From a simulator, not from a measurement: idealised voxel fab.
This is a process module. Its name is voxel wiring stack.
245 nm wide, 5 nm square cells: that's cross-section cut.
If you're reading a cross-section in this doc, picture square cells in a grid; it comes to you as bands, top ones listed first down to the bottom, and a band can be one or more rows of cells.
This entry defines a band. It first specifies the height of the band's top and the height of its bottom in nm, and then specifies the band's materials from left to right, stating each material with its width in nm. The word "edge to edge" identifies a single material that fills the band from edge to edge, while the word "empty" identifies empty space.
Note: height 0 marks the level under which the wafer is uniformly one material as received. Lowest band unbounded below, written "0..down".
The width entry "30->40" should be interpreted row by row: the top row of cells in the band takes the first number, the bottom row takes the second number, and the change between adjacent rows is uniform throughout.
Key: "all unchanged" - step with no changed cell in the cross-section.
Empty spaces without an open route to the top, at least 8 cells in extent, make up the entry "Cavities, closed"; each is given as width x height at distance, where the distance is measured from the left edge, and all are in nm.
Where a step's line continues beyond its settings, the continuation is a remark by the simulator itself on that step.
Each step line may optionally specify "overlay nm", which for a step with a mask gives the rightward distance between the mask's planned place and where it lay, a negative value indicating the leftward direction.
Intended process steps
1: RECEIVE with material Si
2: CONFORMAL_DEP with material SiO2, thk nm 10
3: DIRECTIONAL_DEP with material TiN, thk nm 5
4: DIRECTIONAL_DEP with material Ru, thk nm 15
5: MASKED_ETCH with tone cover, mask id METAL_1, width nm 20, pitch nm 50, etch materials Ru, depth nm 15, overlay nm 0
6: MASKED_ETCH with tone cover, mask id METAL_1, width nm 20, pitch nm 50, etch materials TiN, depth nm 5, overlay nm 0
7: CONFORMAL_DEP with material SiN, thk nm 5
8: FILL_DEP with material SiO2, thk nm 5
9: CMP with height nm 30
10: CONFORMAL_DEP with material SiCN, thk nm 5
11: DIRECTIONAL_DEP with material lowk, thk nm 25
12: DIRECTIONAL_DEP with material aC, thk nm 10
13: PATTERN with tone open, mask id METAL_2_HOLES, material resist, width nm 15, pitch nm 100, thk nm 30, overlay nm 0
14: DIRECTIONAL_ETCH with etch materials aC, depth nm 10
15: STRIP with etch materials resist
16: DIRECTIONAL_ETCH with etch materials lowk, depth nm 25
17: STRIP with etch materials aC
18: PATTERN with tone open, mask id METAL_2, material resist, width nm 20, pitch nm 50, thk nm 15, overlay nm 0
19: DIRECTIONAL_ETCH with etch materials lowk, depth nm 15
20: DIRECTIONAL_ETCH with etch materials SiCN, depth nm 5
21: STRIP with etch materials resist
22: CONFORMAL_DEP with material TiN, thk nm 5
23: FILL_DEP with material Cu, thk nm 10
24: CMP with height nm 60
25: CONFORMAL_DEP with material SiCN, thk nm 5
Cross-section of the wafer upon arrival, representing the state reached after step 1
> 0..down: Si edge to edge
> Cavities, closed: none
Module complete, cross-section. Starting point and plan per above. One mistake made in running the module
> 65..60: SiCN edge to edge
> 60..50: 35 lowk | 5 TiN | 10 Cu | 5 TiN | 30 lowk | 5 TiN | 10 Cu | 5 TiN | 30 lowk | 5 TiN | 10 Cu | 5 TiN | 30 lowk | 5 TiN | 10 Cu | 5 TiN | 40 lowk
> 50..45: 35 lowk | 5 TiN | 5 Cu | 10 TiN | 30 lowk | 20 TiN | 30 lowk | 5 TiN | 5 Cu | 10 TiN | 30 lowk | 20 TiN | 40 lowk
> 45..35: 35 lowk | 5 TiN | 5 Cu | 5 TiN | 85 lowk | 5 TiN | 5 Cu | 5 TiN | 95 lowk
> 35..30: 35 SiCN | 15 TiN | 85 SiCN | 15 TiN | 95 SiCN
> 30..20: 30 SiO2 | 5 SiN | 20 Ru | 5 SiN | 20 SiO2 | 5 SiN | 20 Ru | 5 SiN | 20 SiO2 | 5 SiN | 20 Ru | 5 SiN | 20 SiO2 | 5 SiN | 20 Ru | 5 SiN | 35 SiO2
> 20..15: 35 SiN | 20 Ru | 30 SiN | 20 Ru | 30 SiN | 20 Ru | 30 SiN | 20 Ru | 40 SiN
> 15..5: SiO2 edge to edge
> 5..0: TiN edge to edge
> 0..down: Si edge to edge
> Cavities, closed: none
Here's what went sideways: so 2 and 3 got swapped relative to the plan, each ran where the other was supposed to
